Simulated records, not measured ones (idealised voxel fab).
Title: Process Module voxel spacer lines
270 nm wide, 5 nm square cells: that's cross-section cut.
Each cross-section below is a grid of square cells, stated as bands in top-down order, with one or more rows of cells making up each band. Read a band's entry like this: the first values are the height of its top and the height of its bottom in nm, and what follows is the sequence of materials from left to right, each with its width in nm. Note that "air" is empty space, and that a single material marked "everywhere" reaches across the band from edge to edge. Where do heights start? At 0: under that level the wafer as delivered is made of one material only. And the lowest band has no floor; it just carries on downward, as in "0 -> down". You'd read "30 to 40" like this: the band's top row of cells is as wide as the first number, its bottom row is as wide as the second, and going down, every row changes width by the same amount as the row before did. Take "remained unchanged" at face value: in the step it is given for, the cross-section changed in none of its cells. In the "Tabulated closed voids" entry, you get each enclosed empty space of 8 cells or more, one with no open way to the top, written width x height at distance, distance from the left edge, in nm. Whatever follows a step's settings on its line is a remark the simulator itself makes about that step. overlay nm: on a step with a mask, how far right of its planned place the mask lay; negative means left.

PLAN
step 1: RECEIVE: material Si
step 2: CONFORMAL_DEP: material Al2O3, thk nm 10
step 3: DIRECTIONAL_DEP: material polySi, thk nm 20
step 4: DIRECTIONAL_DEP: material aC, thk nm 25
step 5: PATTERN: tone cover, mask id MANDREL, material resist, width nm 15, pitch nm 80, thk nm 35, overlay nm 0
step 6: DIRECTIONAL_ETCH: etch materials aC, depth nm 25
step 7: STRIP: etch materials resist
step 8: CONFORMAL_DEP: material SiN, thk nm 15
step 9: DIRECTIONAL_ETCH: etch materials SiN, depth nm 15
step 10: STRIP: etch materials aC
step 11: DIRECTIONAL_ETCH: etch materials polySi, depth nm 20
step 12: STRIP: etch materials SiN
Keep in mind the plan's value for the width nm of step 5 comes from the first wafer; the wafers don't share that setting, but they do share the same starting point.

FIRST OF SEVERAL WAFERS (AS RECEIVED, POST STEP 1), CROSS-SECTIONAL VIEW
> 0 -> down = Si everywhere
> Tabulated closed voids: none

WAFER CROSS-SECTION (FIRST OF SEVERAL) - MODULE END, POST STEP 12 (LAST STEP)
> 30 -> 10 = 70 nm air  15 nm polySi  15 nm air  15 nm polySi  35 nm air  15 nm polySi  15 nm air  15 nm polySi  75 nm air
> 10 -> 0 = Al2O3 everywhere
> 0 -> down = Si everywhere
> Tabulated closed voids: none

LAST WAFER AT THE END
> 30 -> 10 = 60 nm air  15 nm polySi  40 nm air  15 nm polySi  10 nm air  15 nm polySi  40 nm air  15 nm polySi  60 nm air
> 10 -> 0 = Al2O3 everywhere
> 0 -> down = Si everywhere
> Tabulated closed voids: none

TABLE: WAFERS, A ROW EACH; END-OF-MODULE CELL CHANGE PER MATERIAL SINCE RECEIPT, GAIN (+), LOSS (-); THEN CLOSED VOIDS
width nm 15; +108 Al2O3; +48 polySi; Tabulated closed voids: none
width nm 20; +108 Al2O3; +48 polySi; Tabulated closed voids: none
width nm 25; +108 Al2O3; +48 polySi; Tabulated closed voids: none
width nm 30; +108 Al2O3; +48 polySi; Tabulated closed voids: none
width nm 35; +108 Al2O3; +48 polySi; Tabulated closed voids: none
width nm 40; +108 Al2O3; +48 polySi; Tabulated closed voids: none
